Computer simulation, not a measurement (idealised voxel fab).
This is a process module. Its name is voxel self aligned contacts.
Xsec cut, 245 nm wide, square cell size 5 nm.
Cross-section, as written here: a square-cell grid given band by band from the top down, where a band holds one or more rows of cells. Band entry format. Leading values: height of top, height of bottom, nm. Remainder: materials in left-to-right order, each with its width in nm. Special words: "everywhere" on a single material, which then fills the band edge to edge; "empty", empty space. Zero point of the height axis is 0; under it, received wafer = one material. Lowest band: continues down indefinitely, "z 0 and below". Per-row width for "30->40": begins at first number (top row of band), ends at second number (bottom row), increment between rows held constant. For the purposes of this document, the phrase "remained the same" attached to a step denotes that no cell within the cross-section was modified by that step. Listed in "Sealed cavities": every empty space of 8 or more cells without an open way to the top. Form: width x height at distance, the distance being from the left edge, all in nm. On each step's line, the part that comes after the settings is the simulator's own comment on the step. When a step includes a mask, the "overlay nm" setting on its line states how far to the right of its planned place that mask lay, and negative values state how far to the left.
[Steps planned for the process]
1. op RECEIVE | material Si
2. op OXIDIZE | depth nm 5
3. op DIRECTIONAL_DEP | material polySi | thk nm 30
4. op DIRECTIONAL_DEP | material SiN | thk nm 25
5. op DIRECTIONAL_DEP | material aC | thk nm 10
6. op PATTERN | tone cover | mask id GATE | material resist | width nm 25 | pitch nm 65 | thk nm 25 | overlay nm 0
7. op DIRECTIONAL_ETCH | etch materials aC | depth nm 10
8. op STRIP | etch materials resist
9. op DIRECTIONAL_ETCH | etch materials SiN | depth nm 25
10. op DIRECTIONAL_ETCH | etch materials polySi | depth nm 30
11. op STRIP | etch materials aC
12. op CONFORMAL_DEP | material SiN | thk nm 10
13. op DIRECTIONAL_ETCH | etch materials SiN | depth nm 10
14. op FILL_DEP | material SiO2 | thk nm 20
15. op CMP | height nm 65
16. op PATTERN | tone open | mask id CONTACT | material resist | width nm 50 | thk nm 15 | overlay nm 0
17. op DIRECTIONAL_ETCH | etch materials SiO2 | depth nm 70
18. op STRIP | etch materials resist
19. op CONFORMAL_DEP | material TiN | thk nm 5
20. op FILL_DEP | material W | thk nm 5
21. op CMP | height nm 65
22. op CONFORMAL_DEP | material SiN | thk nm 5
[Wafer as received: cross-section following step 1]
- z 0 and below = Si everywhere
- Sealed cavities: none
[As-planned run: cross-section of the first of two wafers at end of module]
- z 70 to 65 = SiN everywhere
- z 65 to 55 = 95 SiO2 | 5->20 TiN | 40->10 W | 5->20 TiN | 100 SiO2
- z 55 to 30 = 65 SiO2 | 45 SiN | 5 TiN | 10 W | 5 TiN | 45 SiN | 70 SiO2
- z 30 to 0 = 65 SiO2 | 10 SiN | 25 polySi | 10 SiN | 5 TiN | 10 W | 5 TiN | 10 SiN | 25 polySi | 10 SiN | 70 SiO2
- z 0 to -5 = 110 SiO2 | 20 TiN | 115 SiO2
- z -5 and below = Si everywhere
- Sealed cavities: none
[What the second wafer looks like in cross-section once the module is done. Its start and its plan matched the first wafer's exactly; what differed was one mistake in how it was run]
- z 70 to 65 = SiN everywhere
- z 65 to 55 = 95 SiO2 | 5->20 TiN | 40->10 W | 5->20 TiN | 100 SiO2
- z 55 to 30 = 65 SiO2 | 45 SiN | 5 TiN | 10 W | 5 TiN | 45 SiN | 70 SiO2
- z 30 to 5 = 65 SiO2 | 10 SiN | 25 polySi | 10 SiN | 5 TiN | 10 W | 5 TiN | 10 SiN | 25 polySi | 10 SiN | 70 SiO2
- z 5 to 0 = 65 SiO2 | 10 SiN | 25 polySi | 10 SiN | 20 TiN | 10 SiN | 25 polySi | 10 SiN | 70 SiO2
- z 0 and below = Si everywhere
- Sealed cavities: none
Nonconformance to the process plan: step 2 of the plan did not run at all; it was left out
Wafer comparison, final, in cells, second relative to first, materials more or fewer: Si: 49 more | SiO2: 45 fewer | TiN: 2 fewer | W: 2 fewer
